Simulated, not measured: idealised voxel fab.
process module | voxel transistor to metal
cross-section cut | 270 nm wide | cells 5 nm
A cross-section is a grid of square cells, given in bands from the top down. A band is one or more rows of cells.
Each band's line starts with the height of the band's top and of its bottom, in nm. Then come its materials from left to right, each with its width in nm. One material with "throughout" fills the band from edge to edge. "air" is empty space.
Height 0 is the level under which the wafer as received is all one material. The lowest band goes on downwards, as in "0 down".
A width such as "30 to 40" changes by the same amount from each row of cells to the next, from the band's top row to its bottom row.
"no change" after a step means that no cell of the cross-section changed.
closed voids: empty space of 8 cells or more with no open way to the top, each as width x height at its distance from the left edge, in nm
after a step's settings: what the simulator itself notes on the step
overlay nm, on a step with a mask: how far to the right of its planned place the mask lay; to the left if negative
plan
1 op RECEIVE | material Si
2 op CONFORMAL_DEP | material SiO2 | thk nm 5
3 op CONFORMAL_DEP | material SiN | thk nm 10
4 op DIRECTIONAL_DEP | material aC | thk nm 15
5 op PATTERN | tone cover | mask id ACTIVE | material resist | width nm 105 | pitch nm 135 | thk nm 30 | overlay nm 0
6 op DIRECTIONAL_ETCH | etch materials aC | depth nm 15
7 op STRIP | etch materials resist
8 op DIRECTIONAL_ETCH | etch materials SiN | depth nm 10
9 op DIRECTIONAL_ETCH | etch materials SiO2 | depth nm 5
10 op DIRECTIONAL_ETCH | etch materials Si | depth nm 30
11 op STRIP | etch materials aC
12 op FILL_DEP | material SiO2 | thk nm 10
13 op CMP | height nm 15
14 op SELECTIVE_ETCH | etch materials SiO2 | depth nm 10
15 op STRIP | etch materials SiN
16 op SELECTIVE_ETCH | etch materials SiO2 | depth nm 5
17 op OXIDIZE | depth nm 5
18 op DIRECTIONAL_DEP | material polySi | thk nm 25
19 op DIRECTIONAL_DEP | material SiCN | thk nm 15
20 op MASKED_ETCH | tone cover | mask id GATE | width nm 15 | pitch nm 135 | etch materials SiCN | depth nm 25 | overlay nm 0
21 op MASKED_ETCH | tone cover | mask id GATE | width nm 15 | pitch nm 135 | etch materials polySi | depth nm 35 | overlay nm 0
22 op CONFORMAL_DEP | material SiN | thk nm 5
23 op DIRECTIONAL_ETCH | etch materials SiN | depth nm 5
24 op DIRECTIONAL_ETCH | etch materials SiO2 | depth nm 5
25 op DIRECTIONAL_ETCH | etch materials Si | depth nm 15
26 op EPI | material pSi | thk nm 20
27 op FILL_DEP | material SiO2 | thk nm 5
28 op CMP | height nm 40
29 op DIRECTIONAL_DEP | material SiO2 | thk nm 15
30 op DIRECTIONAL_DEP | material aC | thk nm 10
31 op PATTERN | tone open | mask id CONTACT | material resist | width nm 35 | thk nm 30 | overlay nm 0
32 op DIRECTIONAL_ETCH | etch materials aC | depth nm 10
33 op STRIP | etch materials resist
34 op DIRECTIONAL_ETCH | etch materials SiO2 | depth nm 55
35 op STRIP | etch materials aC
36 op CONFORMAL_DEP | material TiN | thk nm 5
37 op FILL_DEP | material W | thk nm 5
38 op CMP | height nm 55
39 op DIRECTIONAL_DEP | material TiN | thk nm 5
40 op DIRECTIONAL_DEP | material W | thk nm 20
41 op MASKED_ETCH | tone cover | mask id METAL_1 | width nm 20 | etch materials W | depth nm 20 | overlay nm 0
42 op MASKED_ETCH | tone cover | mask id METAL_1 | width nm 20 | etch materials TiN | depth nm 5 | overlay nm 0
43 op CONFORMAL_DEP | material SiN | thk nm 5
44 op FILL_DEP | material SiO2 | thk nm 5
45 op CMP | height nm 80
46 op CONFORMAL_DEP | material SiCN | thk nm 5
47 op DIRECTIONAL_DEP | material lowk | thk nm 35
48 op DIRECTIONAL_DEP | material aC | thk nm 15
49 op PATTERN | tone open | mask id METAL_2_HOLES | material resist | width nm 15 | pitch nm 135 | thk nm 35 | overlay nm 0
50 op DIRECTIONAL_ETCH | etch materials aC | depth nm 15
51 op STRIP | etch materials resist
52 op DIRECTIONAL_ETCH | etch materials lowk | depth nm 35
53 op STRIP | etch materials aC
54 op DIRECTIONAL_DEP | material aC | thk nm 10
55 op PATTERN | tone open | mask id METAL_2 | material resist | width nm 20 | pitch nm 135 | thk nm 30 | overlay nm 0
56 op DIRECTIONAL_ETCH | etch materials aC | depth nm 10
57 op STRIP | etch materials resist
58 op DIRECTIONAL_ETCH | etch materials lowk | depth nm 20
59 op DIRECTIONAL_ETCH | etch materials SiCN | depth nm 5
60 op STRIP | etch materials aC
61 op CONFORMAL_DEP | material TiN | thk nm 5
62 op FILL_DEP | material Cu | thk nm 5
63 op CMP | height nm 120
64 op CONFORMAL_DEP | material SiCN | thk nm 5
as received, after step 1
  0 down: Si throughout
  closed voids: none
first wafer at the end, as planned
  125 to 120: SiCN throughout
  120 to 105: lowk 20 | TiN 5 | Cu 10 | TiN 5 | lowk 115 | TiN 5 | Cu 10 | TiN 5 | lowk 95
  105 to 100: lowk 20 | TiN 5 | Cu 5 | TiN 10 | lowk 115 | TiN 5 | Cu 5 | TiN 10 | lowk 95
  100 to 85: lowk 20 | TiN 5 | Cu 5 | TiN 5 | lowk 120 | TiN 5 | Cu 5 | TiN 5 | lowk 100
  85 to 80: SiCN 20 | TiN 15 | SiCN 120 | TiN 15 | SiCN 100
  80 to 60: SiO2 15 | SiN 5 | W 20 | SiN 5 | SiO2 45 | SiN 5 | W 20 | SiN 5 | SiO2 30 | SiN 5 | W 20 | SiN 5 | SiO2 45 | SiN 5 | W 20 | SiN 5 | SiO2 15
  60 to 55: SiN 20 | TiN 20 | SiN 55 | TiN 20 | SiN 40 | TiN 20 | SiN 55 | TiN 20 | SiN 20
  55 to 40: SiO2 20 | TiN 5 | W 25 | TiN 5 | SiO2 25 | TiN 5 | W 25 | TiN 5 | SiO2 40 | TiN 5 | W 25 | TiN 5 | SiO2 25 | TiN 5 | W 25 | TiN 5 | SiO2 20
  40 to 25: SiO2 20 | TiN 5 | W 25 | TiN 5 | SiN 5 | SiCN 15 | SiN 5 | TiN 5 | W 25 | TiN 5 | SiO2 40 | TiN 5 | W 25 | TiN 5 | SiN 5 | SiCN 15 | SiN 5 | TiN 5 | W 25 | TiN 5 | SiO2 20
  25 to 15: SiO2 20 | TiN 5 | W 25 to 5 | TiN 5 to 25 | SiN 5 | polySi 15 | SiN 5 | TiN 5 to 25 | W 25 to 5 | TiN 5 | SiO2 40 | TiN 5 | W 25 to 5 | TiN 5 to 25 | SiN 5 | polySi 15 | SiN 5 | TiN 5 to 25 | W 25 to 5 | TiN 5 | SiO2 20
  15 to 5: SiO2 20 | TiN 5 | W 5 | TiN 5 | pSi 20 | SiN 5 | polySi 15 | SiN 5 | pSi 20 | TiN 5 | W 5 | TiN 5 | SiO2 40 | TiN 5 | W 5 | TiN 5 | pSi 20 | SiN 5 | polySi 15 | SiN 5 | pSi 20 | TiN 5 | W 5 | TiN 5 | SiO2 20
  5 to 0: SiO2 20 | TiN 15 | pSi 20 | SiN 5 | polySi 15 | SiN 5 | pSi 20 | TiN 15 | SiO2 40 | TiN 15 | pSi 20 | SiN 5 | polySi 15 | SiN 5 | pSi 20 | TiN 15 | SiO2 20
  0 to -5: SiO2 10 | pSi 45 | SiO2 25 | pSi 45 | SiO2 20 | pSi 45 | SiO2 25 | pSi 45 | SiO2 10
  -5 to -20: SiO2 15 | pSi 40 | Si 25 | pSi 40 | SiO2 30 | pSi 40 | Si 25 | pSi 40 | SiO2 15
  -20 to -30: SiO2 15 | Si 105 | SiO2 30 | Si 105 | SiO2 15
  -30 down: Si throughout
  closed voids: none
second wafer at the end: like start, like plan, one mistake
  125 to 120: SiCN throughout
  120 to 105: lowk 20 | TiN 5 | Cu 10 | TiN 5 | lowk 115 | TiN 5 | Cu 10 | TiN 5 | lowk 95
  105 to 100: lowk 20 | TiN 5 | Cu 5 | TiN 10 | lowk 115 | TiN 5 | Cu 5 | TiN 10 | lowk 95
  100 to 85: lowk 20 | TiN 5 | Cu 5 | TiN 5 | lowk 120 | TiN 5 | Cu 5 | TiN 5 | lowk 100
  85 to 80: SiCN 20 | TiN 15 | SiCN 120 | TiN 15 | SiCN 100
  80 to 60: SiO2 15 | SiN 5 | W 20 | SiN 5 | SiO2 45 | SiN 5 | W 20 | SiN 5 | SiO2 30 | SiN 5 | W 20 | SiN 5 | SiO2 45 | SiN 5 | W 20 | SiN 5 | SiO2 15
  60 to 55: SiN 20 | TiN 20 | SiN 55 | TiN 20 | SiN 40 | TiN 20 | SiN 55 | TiN 20 | SiN 20
  55 to 40: SiO2 20 | TiN 5 | W 25 | TiN 5 | SiO2 25 | TiN 5 | W 25 | TiN 5 | SiO2 40 | TiN 5 | W 25 | TiN 5 | SiO2 25 | TiN 5 | W 25 | TiN 5 | SiO2 20
  40 to 25: SiO2 20 | TiN 5 | W 25 | TiN 5 | SiN 5 | SiCN 15 | SiN 5 | TiN 5 | W 25 | TiN 5 | SiO2 40 | TiN 5 | W 25 | TiN 5 | SiN 5 | SiCN 15 | SiN 5 | TiN 5 | W 25 | TiN 5 | SiO2 20
  25 to 5: SiO2 20 | TiN 5 | W 25 | TiN 5 | SiN 5 | polySi 15 | SiN 5 | TiN 5 | W 25 | TiN 5 | SiO2 40 | TiN 5 | W 25 | TiN 5 | SiN 5 | polySi 15 | SiN 5 | TiN 5 | W 25 | TiN 5 | SiO2 20
  5 to 0: SiO2 20 | TiN 35 | SiN 5 | polySi 15 | SiN 5 | TiN 35 | SiO2 40 | TiN 35 | SiN 5 | polySi 15 | SiN 5 | TiN 35 | SiO2 20
  0 to -10: SiO2 throughout
  -10 to -30: SiO2 15 | Si 105 | SiO2 30 | Si 105 | SiO2 15
  -30 down: Si throughout
  closed voids: none
what went wrong: step 17 ran as: op OXIDIZE | depth nm 10
at the end the second wafer has, in cells: 54 more of Si | 78 more of SiO2 | 48 more of W | 180 fewer of pSi
